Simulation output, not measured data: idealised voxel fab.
Title: Process Module voxel wiring stack
Section cut is 230 nm wide and gridded with 5 nm square cells.
A cross-section in this document is a grid of square cells, and it is written down as bands, the top band listed before the ones below it; a band is made up of one or more rows of cells. Each band's line starts with the height of the band's top and of its bottom, in nm. Then come its materials from left to right, each with its width in nm. One material with "all across" fills the band from edge to edge. "empty" is empty space. Measure heights from 0. That's the level where, below it, the as-received wafer is all one material. The lowest band is bottomless and extends downward; write it as in "z 0 and below". Think of "30 to 40" as a width that walks from the first number to the second as you go down the band, top row to bottom row, taking equal-sized steps from row to row. The designation "no change", where it is given for a processing step, indicates that no cell of the cross-section was altered in the course of that step. Look at "Sealed voids" for the closed voids: empty spaces with no open path to the top, sized 8 cells or up. Each is width x height at distance, distance from the left edge, all nm. Note: text after step settings on the step line = simulator remark on that step. The optional step-line setting "overlay nm" applies to steps with a mask and quantifies how far to the right of its planned location the mask lay, a negative value indicating leftward placement. What follows is a series of pairs. Each pair shows a cross-section before one process step and the cross-section after it, and the after view is drawn only down to the lowest band that changed. Beneath each pair is the step that lies between the two, with its settings. Pairs may come from different runs of this module on the same starting wafer, so a pair continues from the one above it only where its entry headed "Prior to processing" says so.

Prior to processing:
* z 75 to 60 | aC: 40, empty: 15, aC: 65, empty: 15, aC: 95
* z 60 to 45 | SiO2 all across
* z 45 to 40 | SiCN all across
* z 40 to 35 | lowk: 35, SiN: 35, lowk: 5, SiN: 35, lowk: 5, SiN: 35, lowk: 5, SiN: 35, lowk: 40
* z 35 to 10 | lowk: 35, SiN: 5, Ru: 25, SiN: 5, lowk: 5, SiN: 5, Ru: 25, SiN: 5, lowk: 5, SiN: 5, Ru: 25, SiN: 5, lowk: 5, SiN: 5, Ru: 25, SiN: 5, lowk: 40
* z 10 to 5 | SiN: 40, TiN: 25, SiN: 15, TiN: 25, SiN: 15, TiN: 25, SiN: 15, TiN: 25, SiN: 45
* z 5 to 0 | SiO2 all across
* z 0 and below | Si all across
* Sealed voids: none

Post-Step Appearance:
* z 75 to 60 | aC: 40, empty: 15, aC: 65, empty: 15, aC: 95
* z 60 to 45 | SiO2: 40, empty: 15, SiO2: 65, empty: 15, SiO2: 95
* All layers under 45 are left as they were.
* Sealed voids: none
Formally, the process step situated between the two cross-sections above is DIRECTIONAL_ETCH with etch materials SiO2, depth nm 15

Prior to processing: refer to the pair immediately above; the cross-section shown after its step is the state before this one.

Post-Step Appearance:
* z 75 to 60 | aC: 40, empty: 15, aC: 65, empty: 15, aC: 95
* z 60 to 45 | SiO2: 40, empty: 15, SiO2: 65, empty: 15, SiO2: 95
* z 45 to 40 | SiCN: 40, empty: 15, SiCN: 65, empty: 15, SiCN: 95
* All layers under 40 are left as they were.
* Sealed voids: none
Formally, the process step situated between the two cross-sections above is DIRECTIONAL_ETCH with etch materials SiCN, depth nm 5

Prior to processing: refer to the pair immediately above; the cross-section shown after its step is the state before this one.

Post-Step Appearance:
* z 60 to 45 | SiO2: 40, empty: 15, SiO2: 65, empty: 15, SiO2: 95
* All layers under 45 are left as they were.
* Sealed voids: none
Formally, the process step situated between the two cross-sections above is STRIP with etch materials aC

Prior to processing: refer to the pair immediately above; the cross-section shown after its step is the state before this one.

Post-Step Appearance:
* z 65 to 60 | TiN: 45, empty: 5, TiN: 75, empty: 5, TiN: 100
* z 60 to 45 | SiO2: 40, TiN: 5, empty: 5, TiN: 5, SiO2: 65, TiN: 5, empty: 5, TiN: 5, SiO2: 95
* z 45 to 40 | SiCN: 40, TiN: 15, SiCN: 65, TiN: 15, SiCN: 95
* All layers under 40 are left as they were.
* Sealed voids: none
Formally, the process step situated between the two cross-sections above is CONFORMAL_DEP with material TiN, thk nm 5

Prior to processing: refer to the pair immediately above; the cross-section shown after its step is the state before this one.

Post-Step Appearance:
* z 70 to 65 | Ru all across
* z 65 to 60 | TiN: 45, Ru: 5, TiN: 75, Ru: 5, TiN: 100
* z 60 to 45 | SiO2: 40, TiN: 5, Ru: 5, TiN: 5, SiO2: 65, TiN: 5, Ru: 5, TiN: 5, SiO2: 95
* All layers under 45 are left as they were.
* Sealed voids: none
Formally, the process step situated between the two cross-sections above is FILL_DEP with material Ru, thk nm 5

Prior to processing: refer to the pair immediately above; the cross-section shown after its step is the state before this one.

Post-Step Appearance:
* z 60 to 45 | SiO2: 40, TiN: 5, Ru: 5, TiN: 5, SiO2: 65, TiN: 5, Ru: 5, TiN: 5, SiO2: 95
* All layers under 45 are left as they were.
* Sealed voids: none
Formally, the process step situated between the two cross-sections above is CMP with height nm 60

Prior to processing: refer to the pair immediately above; the cross-section shown after its step is the state before this one.

Post-Step Appearance:
* z 65 to 60 | TiN all across
* All layers under 60 are left as they were.
* Sealed voids: none
Formally, the process step situated between the two cross-sections above is DIRECTIONAL_DEP with material TiN, thk nm 5

Prior to processing: refer to the pair immediately above; the cross-section shown after its step is the state before this one.

Post-Step Appearance:
* z 85 to 65 | Ru all across
* All layers under 65 are left as they were.
* Sealed voids: none
Formally, the process step situated between the two cross-sections above is DIRECTIONAL_DEP with material Ru, thk nm 20

Prior to processing: refer to the pair immediately above; the cross-section shown after its step is the state before this one.

Post-Step Appearance:
* z 85 to 65 | empty: 40, Ru: 25, empty: 15, Ru: 25, empty: 15, Ru: 25, empty: 15, Ru: 25, empty: 45
* All layers under 65 are left as they were.
* Sealed voids: none
Formally, the process step situated between the two cross-sections above is MASKED_ETCH with tone cover, mask id METAL_2, width nm 25, pitch nm 40, etch materials Ru, depth nm 20, overlay nm 0

Prior to processing: refer to the pair immediately above; the cross-section shown after its step is the state before this one.

Post-Step Appearance:
* z 85 to 65 | empty: 40, Ru: 25, empty: 15, Ru: 25, empty: 15, Ru: 25, empty: 15, Ru: 25, empty: 45
* z 65 to 60 | empty: 40, TiN: 25, empty: 15, TiN: 25, empty: 15, TiN: 25, empty: 15, TiN: 25, empty: 45
* All layers under 60 are left as they were.
* Sealed voids: none
Formally, the process step situated between the two cross-sections above is MASKED_ETCH with tone cover, mask id METAL_2, width nm 25, pitch nm 40, etch materials TiN, depth nm 5, overlay nm 0

Prior to processing: refer to the pair immediately above; the cross-section shown after its step is the state before this one.

Post-Step Appearance:
* z 90 to 85 | empty: 35, SiN: 35, empty: 5, SiN: 35, empty: 5, SiN: 35, empty: 5, SiN: 35, empty: 40
* z 85 to 65 | empty: 35, SiN: 5, Ru: 25, SiN: 5, empty: 5, SiN: 5, Ru: 25, SiN: 5, empty: 5, SiN: 5, Ru: 25, SiN: 5, empty: 5, SiN: 5, Ru: 25, SiN: 5, empty: 40
* z 65 to 60 | SiN: 40, TiN: 25, SiN: 15, TiN: 25, SiN: 15, TiN: 25, SiN: 15, TiN: 25, SiN: 45
* All layers under 60 are left as they were.
* Sealed voids: none
Formally, the process step situated between the two cross-sections above is CONFORMAL_DEP with material SiN, thk nm 5

Prior to processing: refer to the pair immediately above; the cross-section shown after its step is the state before this one.

Post-Step Appearance:
* z 100 to 90 | lowk all across
* z 90 to 85 | lowk: 35, SiN: 35, lowk: 5, SiN: 35, lowk: 5, SiN: 35, lowk: 5, SiN: 35, lowk: 40
* z 85 to 65 | lowk: 35, SiN: 5, Ru: 25, SiN: 5, lowk: 5, SiN: 5, Ru: 25, SiN: 5, lowk: 5, SiN: 5, Ru: 25, SiN: 5, lowk: 5, SiN: 5, Ru: 25, SiN: 5, lowk: 40
* All layers under 65 are left as they were.
* Sealed voids: none
Formally, the process step situated between the two cross-sections above is FILL_DEP with material lowk, thk nm 10

Prior to processing: refer to the pair immediately above; the cross-section shown after its step is the state before this one.

Post-Step Appearance:
* z 85 to 65 | lowk: 35, SiN: 5, Ru: 25, SiN: 5, lowk: 5, SiN: 5, Ru: 25, SiN: 5, lowk: 5, SiN: 5, Ru: 25, SiN: 5, lowk: 5, SiN: 5, Ru: 25, SiN: 5, lowk: 40
* All layers under 65 are left as they were.
* Sealed voids: none
Formally, the process step situated between the two cross-sections above is CMP with height nm 85

Prior to processing: refer to the pair immediately above; the cross-section shown after its step is the state before this one.

Post-Step Appearance:
* z 90 to 85 | SiCN all across
* All layers under 85 are left as they were.
* Sealed voids: none
Formally, the process step situated between the two cross-sections above is CONFORMAL_DEP with material SiCN, thk nm 5

Prior to processing:
* z 40 to 15 | Ru all across
* z 15 to 10 | TiN all across
* z 10 to 0 | SiO2 all across
* z 0 and below | Si all across
* Sealed voids: none

Post-Step Appearance:
* z 40 to 15 | empty: 45, Ru: 15, empty: 25, Ru: 15, empty: 25, Ru: 15, empty: 25, Ru: 15, empty: 50
* All layers under 15 are left as they were.
* Sealed voids: none
Formally, the process step situated between the two cross-sections above is MASKED_ETCH with tone cover, mask id METAL_1, width nm 15, pitch nm 40, etch materials Ru, depth nm 25, overlay nm 0

Prior to processing: refer to the pair immediately above; the cross-section shown after its step is the state before this one.

Post-Step Appearance:
* z 40 to 15 | empty: 45, Ru: 15, empty: 25, Ru: 15, empty: 25, Ru: 15, empty: 25, Ru: 15, empty: 50
* z 15 to 10 | empty: 40, TiN: 25, empty: 15, TiN: 25, empty: 15, TiN: 25, empty: 15, TiN: 25, empty: 45
* All layers under 10 are left as they were.
* Sealed voids: none
Formally, the process step situated between the two cross-sections above is MASKED_ETCH with tone cover, mask id METAL_1, width nm 25, pitch nm 40, etch materials TiN, depth nm 5, overlay nm 0

Prior to processing: refer to the pair immediately above; the cross-section shown after its step is the state before this one.

Post-Step Appearance:
* z 45 to 40 | empty: 40, SiN: 25, empty: 15, SiN: 25, empty: 15, SiN: 25, empty: 15, SiN: 25, empty: 45
* z 40 to 20 | empty: 40, SiN: 5, Ru: 15, SiN: 5, empty: 15, SiN: 5, Ru: 15, SiN: 5, empty: 15, SiN: 5, Ru: 15, SiN: 5, empty: 15, SiN: 5, Ru: 15, SiN: 5, empty: 45
* z 20 to 15 | empty: 35, SiN: 10, Ru: 15, SiN: 10, empty: 5, SiN: 10, Ru: 15, SiN: 10, empty: 5, SiN: 10, Ru: 15, SiN: 10, empty: 5, SiN: 10, Ru: 15, SiN: 10, empty: 40
* z 15 to 10 | SiN: 40, TiN: 25, SiN: 15, TiN: 25, SiN: 15, TiN: 25, SiN: 15, TiN: 25, SiN: 45
* All layers under 10 are left as they were.
* Sealed voids: none
Formally, the process step situated between the two cross-sections above is CONFORMAL_DEP with material SiN, thk nm 5

Prior to processing: refer to the pair immediately above; the cross-section shown after its step is the state before this one.

Post-Step Appearance:
* z 55 to 45 | lowk all across
* z 45 to 40 | lowk: 40, SiN: 25, lowk: 15, SiN: 25, lowk: 15, SiN: 25, lowk: 15, SiN: 25, lowk: 45
* z 40 to 20 | lowk: 40, SiN: 5, Ru: 15, SiN: 5, lowk: 15, SiN: 5, Ru: 15, SiN: 5, lowk: 15, SiN: 5, Ru: 15, SiN: 5, lowk: 15, SiN: 5, Ru: 15, SiN: 5, lowk: 45
* z 20 to 15 | lowk: 35, SiN: 10, Ru: 15, SiN: 10, lowk: 5, SiN: 10, Ru: 15, SiN: 10, lowk: 5, SiN: 10, Ru: 15, SiN: 10, lowk: 5, SiN: 10, Ru: 15, SiN: 10, lowk: 40
* All layers under 15 are left as they were.
* Sealed voids: none
Formally, the process step situated between the two cross-sections above is FILL_DEP with material lowk, thk nm 10

Prior to processing: refer to the pair immediately above; the cross-section shown after its step is the state before this one.

Post-Step Appearance:
* z 40 to 20 | lowk: 40, SiN: 5, Ru: 15, SiN: 5, lowk: 15, SiN: 5, Ru: 15, SiN: 5, lowk: 15, SiN: 5, Ru: 15, SiN: 5, lowk: 15, SiN: 5, Ru: 15, SiN: 5, lowk: 45
* All layers under 20 are left as they were.
* Sealed voids: none
Formally, the process step situated between the two cross-sections above is CMP with height nm 40

Prior to processing: refer to the pair immediately above; the cross-section shown after its step is the state before this one.

Post-Step Appearance:
* z 45 to 40 | SiCN all across
* All layers under 40 are left as they were.
* Sealed voids: none
Formally, the process step situated between the two cross-sections above is CONFORMAL_DEP with material SiCN, thk nm 5

Prior to processing: refer to the pair immediately above; the cross-section shown after its step is the state before this one.

Post-Step Appearance:
* z 60 to 45 | SiO2 all across
* All layers under 45 are left as they were.
* Sealed voids: none
Formally, the process step situated between the two cross-sections above is DIRECTIONAL_DEP with material SiO2, thk nm 15

Prior to processing: refer to the pair immediately above; the cross-section shown after its step is the state before this one.

Post-Step Appearance:
* z 75 to 60 | aC all across
* All layers under 60 are left as they were.
* Sealed voids: none
Formally, the process step situated between the two cross-sections above is DIRECTIONAL_DEP with material aC, thk nm 15

Prior to processing: refer to the pair immediately above; the cross-section shown after its step is the state before this one.

Post-Step Appearance:
* z 110 to 75 | resist: 40, empty: 15, resist: 65, empty: 15, resist: 95
* All layers under 75 are left as they were.
* Sealed voids: none
Formally, the process step situated between the two cross-sections above is PATTERN with tone open, mask id PLUG_1, material resist, width nm 15, pitch nm 80, thk nm 35, overlay nm 0

Prior to processing: refer to the pair immediately above; the cross-section shown after its step is the state before this one.

Post-Step Appearance:
* z 95 to 75 | resist: 40, empty: 15, resist: 65, empty: 15, resist: 95
* z 75 to 60 | aC: 40, empty: 15, aC: 65, empty: 15, aC: 95
* All layers under 60 are left as they were.
* Sealed voids: none
Formally, the process step situated between the two cross-sections above is DIRECTIONAL_ETCH with etch materials aC, depth nm 15

Prior to processing: refer to the pair immediately above; the cross-section shown after its step is the state before this one.

Post-Step Appearance:
* z 75 to 60 | aC: 40, empty: 15, aC: 65, empty: 15, aC: 95
* All layers under 60 are left as they were.
* Sealed voids: none
Formally, the process step situated between the two cross-sections above is STRIP with etch materials resist

Prior to processing: refer to the pair immediately above; the cross-section shown after its step is the state before this one.

Post-Step Appearance:
* z 75 to 60 | aC: 40, empty: 15, aC: 65, empty: 15, aC: 95
* z 60 to 45 | SiO2: 40, empty: 15, SiO2: 65, empty: 15, SiO2: 95
* All layers under 45 are left as they were.
* Sealed voids: none
Formally, the process step situated between the two cross-sections above is DIRECTIONAL_ETCH with etch materials SiO2, depth nm 15

Prior to processing: refer to the pair immediately above; the cross-section shown after its step is the state before this one.

Post-Step Appearance:
* z 75 to 60 | aC: 40, empty: 15, aC: 65, empty: 15, aC: 95
* z 60 to 45 | SiO2: 40, empty: 15, SiO2: 65, empty: 15, SiO2: 95
* z 45 to 40 | SiCN: 40, empty: 15, SiCN: 65, empty: 15, SiCN: 95
* All layers under 40 are left as they were.
* Sealed voids: none
Formally, the process step situated between the two cross-sections above is DIRECTIONAL_ETCH with etch materials SiCN, depth nm 5

Prior to processing: refer to the pair immediately above; the cross-section shown after its step is the state before this one.

Post-Step Appearance:
* z 60 to 45 | SiO2: 40, empty: 15, SiO2: 65, empty: 15, SiO2: 95
* All layers under 45 are left as they were.
* Sealed voids: none
Formally, the process step situated between the two cross-sections above is STRIP with etch materials aC

Prior to processing: refer to the pair immediately above; the cross-section shown after its step is the state before this one.

Post-Step Appearance:
* z 65 to 60 | TiN: 45, empty: 5, TiN: 75, empty: 5, TiN: 100
* z 60 to 45 | SiO2: 40, TiN: 5, empty: 5, TiN: 5, SiO2: 65, TiN: 5, empty: 5, TiN: 5, SiO2: 95
* z 45 to 40 | SiCN: 40, TiN: 15, SiCN: 65, TiN: 15, SiCN: 95
* All layers under 40 are left as they were.
* Sealed voids: none
Formally, the process step situated between the two cross-sections above is CONFORMAL_DEP with material TiN, thk nm 5

Prior to processing: refer to the pair immediately above; the cross-section shown after its step is the state before this one.

Post-Step Appearance:
* z 70 to 65 | Ru all across
* z 65 to 60 | TiN: 45, Ru: 5, TiN: 75, Ru: 5, TiN: 100
* z 60 to 45 | SiO2: 40, TiN: 5, Ru: 5, TiN: 5, SiO2: 65, TiN: 5, Ru: 5, TiN: 5, SiO2: 95
* All layers under 45 are left as they were.
* Sealed voids: none
Formally, the process step situated between the two cross-sections above is FILL_DEP with material Ru, thk nm 5

Prior to processing: refer to the pair immediately above; the cross-section shown after its step is the state before this one.

Post-Step Appearance:
* z 60 to 45 | SiO2: 40, TiN: 5, Ru: 5, TiN: 5, SiO2: 65, TiN: 5, Ru: 5, TiN: 5, SiO2: 95
* All layers under 45 are left as they were.
* Sealed voids: none
Formally, the process step situated between the two cross-sections above is CMP with height nm 60

Prior to processing: refer to the pair immediately above; the cross-section shown after its step is the state before this one.

Post-Step Appearance:
* z 65 to 60 | TiN all across
* All layers under 60 are left as they were.
* Sealed voids: none
Formally, the process step situated between the two cross-sections above is DIRECTIONAL_DEP with material TiN, thk nm 5

Prior to processing: refer to the pair immediately above; the cross-section shown after its step is the state before this one.

Post-Step Appearance:
* z 85 to 65 | Ru all across
* All layers under 65 are left as they were.
* Sealed voids: none
Formally, the process step situated between the two cross-sections above is DIRECTIONAL_DEP with material Ru, thk nm 20

Prior to processing: refer to the pair immediately above; the cross-section shown after its step is the state before this one.

Post-Step Appearance:
* z 85 to 65 | empty: 40, Ru: 25, empty: 15, Ru: 25, empty: 15, Ru: 25, empty: 15, Ru: 25, empty: 45
* All layers under 65 are left as they were.
* Sealed voids: none
Formally, the process step situated between the two cross-sections above is MASKED_ETCH with tone cover, mask id METAL_2, width nm 25, pitch nm 40, etch materials Ru, depth nm 20, overlay nm 0

Prior to processing: refer to the pair immediately above; the cross-section shown after its step is the state before this one.

Post-Step Appearance:
* z 85 to 65 | empty: 40, Ru: 25, empty: 15, Ru: 25, empty: 15, Ru: 25, empty: 15, Ru: 25, empty: 45
* z 65 to 60 | empty: 40, TiN: 25, empty: 15, TiN: 25, empty: 15, TiN: 25, empty: 15, TiN: 25, empty: 45
* All layers under 60 are left as they were.
* Sealed voids: none
Formally, the process step situated between the two cross-sections above is MASKED_ETCH with tone cover, mask id METAL_2, width nm 25, pitch nm 40, etch materials TiN, depth nm 5, overlay nm 0

Prior to processing: refer to the pair immediately above; the cross-section shown after its step is the state before this one.

Post-Step Appearance:
* z 90 to 85 | empty: 35, SiN: 35, empty: 5, SiN: 35, empty: 5, SiN: 35, empty: 5, SiN: 35, empty: 40
* z 85 to 65 | empty: 35, SiN: 5, Ru: 25, SiN: 5, empty: 5, SiN: 5, Ru: 25, SiN: 5, empty: 5, SiN: 5, Ru: 25, SiN: 5, empty: 5, SiN: 5, Ru: 25, SiN: 5, empty: 40
* z 65 to 60 | SiN: 40, TiN: 25, SiN: 15, TiN: 25, SiN: 15, TiN: 25, SiN: 15, TiN: 25, SiN: 45
* All layers under 60 are left as they were.
* Sealed voids: none
Formally, the process step situated between the two cross-sections above is CONFORMAL_DEP with material SiN, thk nm 5

Prior to processing: refer to the pair immediately above; the cross-section shown after its step is the state before this one.

Post-Step Appearance:
* z 100 to 90 | lowk all across
* z 90 to 85 | lowk: 35, SiN: 35, lowk: 5, SiN: 35, lowk: 5, SiN: 35, lowk: 5, SiN: 35, lowk: 40
* z 85 to 65 | lowk: 35, SiN: 5, Ru: 25, SiN: 5, lowk: 5, SiN: 5, Ru: 25, SiN: 5, lowk: 5, SiN: 5, Ru: 25, SiN: 5, lowk: 5, SiN: 5, Ru: 25, SiN: 5, lowk: 40
* All layers under 65 are left as they were.
* Sealed voids: none
Formally, the process step situated between the two cross-sections above is FILL_DEP with material lowk, thk nm 10

Prior to processing: refer to the pair immediately above; the cross-section shown after its step is the state before this one.

Post-Step Appearance:
* z 85 to 65 | lowk: 35, SiN: 5, Ru: 25, SiN: 5, lowk: 5, SiN: 5, Ru: 25, SiN: 5, lowk: 5, SiN: 5, Ru: 25, SiN: 5, lowk: 5, SiN: 5, Ru: 25, SiN: 5, lowk: 40
* All layers under 65 are left as they were.
* Sealed voids: none
Formally, the process step situated between the two cross-sections above is CMP with height nm 85

Prior to processing: refer to the pair immediately above; the cross-section shown after its step is the state before this one.

Post-Step Appearance:
* z 90 to 85 | SiCN all across
* All layers under 85 are left as they were.
* Sealed voids: none
Formally, the process step situated between the two cross-sections above is CONFORMAL_DEP with material SiCN, thk nm 5

Prior to processing:
* z 85 to 65 | empty: 40, Ru: 25, empty: 15, Ru: 25, empty: 15, Ru: 25, empty: 15, Ru: 25, empty: 45
* z 65 to 60 | TiN all across
* z 60 to 45 | SiO2: 40, TiN: 5, Ru: 5, TiN: 5, SiO2: 65, TiN: 5, Ru: 5, TiN: 5, SiO2: 95
* z 45 to 40 | SiCN: 40, TiN: 15, SiCN: 65, TiN: 15, SiCN: 95
* z 40 to 15 | lowk: 35, SiN: 5, Ru: 25, SiN: 5, lowk: 5, SiN: 5, Ru: 25, SiN: 5, lowk: 5, SiN: 5, Ru: 25, SiN: 5, lowk: 5, SiN: 5, Ru: 25, SiN: 5, lowk: 40
* z 15 to 10 | SiN: 40, TiN: 25, SiN: 15, TiN: 25, SiN: 15, TiN: 25, SiN: 15, TiN: 25, SiN: 45
* z 10 to 0 | SiO2 all across
* z 0 and below | Si all across
* Sealed voids: none

Post-Step Appearance:
* z 85 to 65 | empty: 40, Ru: 25, empty: 15, Ru: 25, empty: 15, Ru: 25, empty: 15, Ru: 25, empty: 45
* z 65 to 60 | empty: 40, TiN: 30, empty: 10, TiN: 30, empty: 10, TiN: 30, empty: 10, TiN: 30, empty: 40
* All layers under 60 are left as they were.
* Sealed voids: none
Formally, the process step situated between the two cross-sections above is MASKED_ETCH with tone cover, mask id METAL_2, width nm 25, pitch nm 40, etch materials TiN, depth nm 5, overlay nm 5

Prior to processing: refer to the pair immediately above; the cross-section shown after its step is the state before this one.

Post-Step Appearance:
* z 90 to 85 | empty: 35, SiN: 35, empty: 5, SiN: 35, empty: 5, SiN: 35, empty: 5, SiN: 35, empty: 40
* z 85 to 70 | empty: 35, SiN: 5, Ru: 25, SiN: 5, empty: 5, SiN: 5, Ru: 25, SiN: 5, empty: 5, SiN: 5, Ru: 25, SiN: 5, empty: 5, SiN: 5, Ru: 25, SiN: 5, empty: 40
* z 70 to 65 | empty: 35, SiN: 5, Ru: 25, SiN: 15, Ru: 25, SiN: 15, Ru: 25, SiN: 15, Ru: 25, SiN: 10, empty: 35
* z 65 to 60 | SiN: 40, TiN: 30, SiN: 10, TiN: 30, SiN: 10, TiN: 30, SiN: 10, TiN: 30, SiN: 40
* All layers under 60 are left as they were.
* Sealed voids: none
Formally, the process step situated between the two cross-sections above is CONFORMAL_DEP with material SiN, thk nm 5

Prior to processing: refer to the pair immediately above; the cross-section shown after its step is the state before this one.

Post-Step Appearance:
* z 100 to 90 | lowk all across
* z 90 to 85 | lowk: 35, SiN: 35, lowk: 5, SiN: 35, lowk: 5, SiN: 35, lowk: 5, SiN: 35, lowk: 40
* z 85 to 70 | lowk: 35, SiN: 5, Ru: 25, SiN: 5, lowk: 5, SiN: 5, Ru: 25, SiN: 5, lowk: 5, SiN: 5, Ru: 25, SiN: 5, lowk: 5, SiN: 5, Ru: 25, SiN: 5, lowk: 40
* z 70 to 65 | lowk: 35, SiN: 5, Ru: 25, SiN: 15, Ru: 25, SiN: 15, Ru: 25, SiN: 15, Ru: 25, SiN: 10, lowk: 35
* All layers under 65 are left as they were.
* Sealed voids: none
Formally, the process step situated between the two cross-sections above is FILL_DEP with material lowk, thk nm 10

Prior to processing: refer to the pair immediately above; the cross-section shown after its step is the state before this one.

Post-Step Appearance:
* z 85 to 70 | lowk: 35, SiN: 5, Ru: 25, SiN: 5, lowk: 5, SiN: 5, Ru: 25, SiN: 5, lowk: 5, SiN: 5, Ru: 25, SiN: 5, lowk: 5, SiN: 5, Ru: 25, SiN: 5, lowk: 40
* All layers under 70 are left as they were.
* Sealed voids: none
Formally, the process step situated between the two cross-sections above is CMP with height nm 85

Prior to processing: refer to the pair immediately above; the cross-section shown after its step is the state before this one.

Post-Step Appearance:
* z 90 to 85 | SiCN all across
* All layers under 85 are left as they were.
* Sealed voids: none
Formally, the process step situated between the two cross-sections above is CONFORMAL_DEP with material SiCN, thk nm 5

Prior to processing:
* z 15 to 10 | TiN all across
* z 10 to 0 | SiO2 all across
* z 0 and below | Si all across
* Sealed voids: none

Post-Step Appearance:
* z 40 to 15 | lowk all across
* All layers under 15 are left as they were.
* Sealed voids: none
Formally, the process step situated between the two cross-sections above is DIRECTIONAL_DEP with material lowk, thk nm 25

Prior to processing: refer to the pair immediately above; the cross-section shown after its step is the state before this one.

Post-Step Appearance:
* z 45 to 40 | SiN all across
* All layers under 40 are left as they were.
* Sealed voids: none
Formally, the process step situated between the two cross-sections above is CONFORMAL_DEP with material SiN, thk nm 5

Prior to processing: refer to the pair immediately above; the cross-section shown after its step is the state before this one.

Post-Step Appearance:
* z 55 to 45 | lowk all across
* All layers under 45 are left as they were.
* Sealed voids: none
Formally, the process step situated between the two cross-sections above is FILL_DEP with material lowk, thk nm 10

Prior to processing: refer to the pair immediately above; the cross-section shown after its step is the state before this one.

Post-Step Appearance:
* z 40 to 15 | lowk all across
* All layers under 15 are left as they were.
* Sealed voids: none
Formally, the process step situated between the two cross-sections above is CMP with height nm 40

Prior to processing: refer to the pair immediately above; the cross-section shown after its step is the state before this one.

Post-Step Appearance:
* z 45 to 40 | SiCN all across
* All layers under 40 are left as they were.
* Sealed voids: none
Formally, the process step situated between the two cross-sections above is CONFORMAL_DEP with material SiCN, thk nm 5

Prior to processing: refer to the pair immediately above; the cross-section shown after its step is the state before this one.

Post-Step Appearance:
* z 60 to 45 | SiO2 all across
* All layers under 45 are left as they were.
* Sealed voids: none
Formally, the process step situated between the two cross-sections above is DIRECTIONAL_DEP with material SiO2, thk nm 15

Prior to processing: refer to the pair immediately above; the cross-section shown after its step is the state before this one.

Post-Step Appearance:
* z 75 to 60 | aC all across
* All layers under 60 are left as they were.
* Sealed voids: none
Formally, the process step situated between the two cross-sections above is DIRECTIONAL_DEP with material aC, thk nm 15

Prior to processing: refer to the pair immediately above; the cross-section shown after its step is the state before this one.

Post-Step Appearance:
* z 110 to 75 | resist: 40, empty: 15, resist: 65, empty: 15, resist: 95
* All layers under 75 are left as they were.
* Sealed voids: none
Formally, the process step situated between the two cross-sections above is PATTERN with tone open, mask id PLUG_1, material resist, width nm 15, pitch nm 80, thk nm 35, overlay nm 0

Prior to processing: refer to the pair immediately above; the cross-section shown after its step is the state before this one.

Post-Step Appearance:
* z 95 to 75 | resist: 40, empty: 15, resist: 65, empty: 15, resist: 95
* z 75 to 60 | aC: 40, empty: 15, aC: 65, empty: 15, aC: 95
* All layers under 60 are left as they were.
* Sealed voids: none
Formally, the process step situated between the two cross-sections above is DIRECTIONAL_ETCH with etch materials aC, depth nm 15

Prior to processing: refer to the pair immediately above; the cross-section shown after its step is the state before this one.

Post-Step Appearance:
* z 75 to 60 | aC: 40, empty: 15, aC: 65, empty: 15, aC: 95
* All layers under 60 are left as they were.
* Sealed voids: none
Formally, the process step situated between the two cross-sections above is STRIP with etch materials resist

Prior to processing: refer to the pair immediately above; the cross-section shown after its step is the state before this one.

Post-Step Appearance:
* z 75 to 60 | aC: 40, empty: 15, aC: 65, empty: 15, aC: 95
* z 60 to 45 | SiO2: 40, empty: 15, SiO2: 65, empty: 15, SiO2: 95
* All layers under 45 are left as they were.
* Sealed voids: none
Formally, the process step situated between the two cross-sections above is DIRECTIONAL_ETCH with etch materials SiO2, depth nm 15

Prior to processing: refer to the pair immediately above; the cross-section shown after its step is the state before this one.

Post-Step Appearance:
* z 75 to 60 | aC: 40, empty: 15, aC: 65, empty: 15, aC: 95
* z 60 to 45 | SiO2: 40, empty: 15, SiO2: 65, empty: 15, SiO2: 95
* z 45 to 40 | SiCN: 40, empty: 15, SiCN: 65, empty: 15, SiCN: 95
* All layers under 40 are left as they were.
* Sealed voids: none
Formally, the process step situated between the two cross-sections above is DIRECTIONAL_ETCH with etch materials SiCN, depth nm 5

Prior to processing: refer to the pair immediately above; the cross-section shown after its step is the state before this one.

Post-Step Appearance:
* z 60 to 45 | SiO2: 40, empty: 15, SiO2: 65, empty: 15, SiO2: 95
* All layers under 45 are left as they were.
* Sealed voids: none
Formally, the process step situated between the two cross-sections above is STRIP with etch materials aC

Prior to processing: refer to the pair immediately above; the cross-section shown after its step is the state before this one.

Post-Step Appearance:
* z 65 to 60 | TiN: 45, empty: 5, TiN: 75, empty: 5, TiN: 100
* z 60 to 45 | SiO2: 40, TiN: 5, empty: 5, TiN: 5, SiO2: 65, TiN: 5, empty: 5, TiN: 5, SiO2: 95
* z 45 to 40 | SiCN: 40, TiN: 15, SiCN: 65, TiN: 15, SiCN: 95
* All layers under 40 are left as they were.
* Sealed voids: none
Formally, the process step situated between the two cross-sections above is CONFORMAL_DEP with material TiN, thk nm 5

Prior to processing: refer to the pair immediately above; the cross-section shown after its step is the state before this one.

Post-Step Appearance:
* z 70 to 65 | Ru all across
* z 65 to 60 | TiN: 45, Ru: 5, TiN: 75, Ru: 5, TiN: 100
* z 60 to 45 | SiO2: 40, TiN: 5, Ru: 5, TiN: 5, SiO2: 65, TiN: 5, Ru: 5, TiN: 5, SiO2: 95
* All layers under 45 are left as they were.
* Sealed voids: none
Formally, the process step situated between the two cross-sections above is FILL_DEP with material Ru, thk nm 5

Prior to processing: refer to the pair immediately above; the cross-section shown after its step is the state before this one.

Post-Step Appearance:
* z 60 to 45 | SiO2: 40, TiN: 5, Ru: 5, TiN: 5, SiO2: 65, TiN: 5, Ru: 5, TiN: 5, SiO2: 95
* All layers under 45 are left as they were.
* Sealed voids: none
Formally, the process step situated between the two cross-sections above is CMP with height nm 60

Prior to processing: refer to the pair immediately above; the cross-section shown after its step is the state before this one.

Post-Step Appearance:
* z 65 to 60 | TiN all across
* All layers under 60 are left as they were.
* Sealed voids: none
Formally, the process step situated between the two cross-sections above is DIRECTIONAL_DEP with material TiN, thk nm 5

Prior to processing: refer to the pair immediately above; the cross-section shown after its step is the state before this one.

Post-Step Appearance:
* z 85 to 65 | Ru all across
* All layers under 65 are left as they were.
* Sealed voids: none
Formally, the process step situated between the two cross-sections above is DIRECTIONAL_DEP with material Ru, thk nm 20

Prior to processing: refer to the pair immediately above; the cross-section shown after its step is the state before this one.

Post-Step Appearance:
* z 85 to 65 | empty: 40, Ru: 25, empty: 15, Ru: 25, empty: 15, Ru: 25, empty: 15, Ru: 25, empty: 45
* All layers under 65 are left as they were.
* Sealed voids: none
Formally, the process step situated between the two cross-sections above is MASKED_ETCH with tone cover, mask id METAL_2, width nm 25, pitch nm 40, etch materials Ru, depth nm 20, overlay nm 0
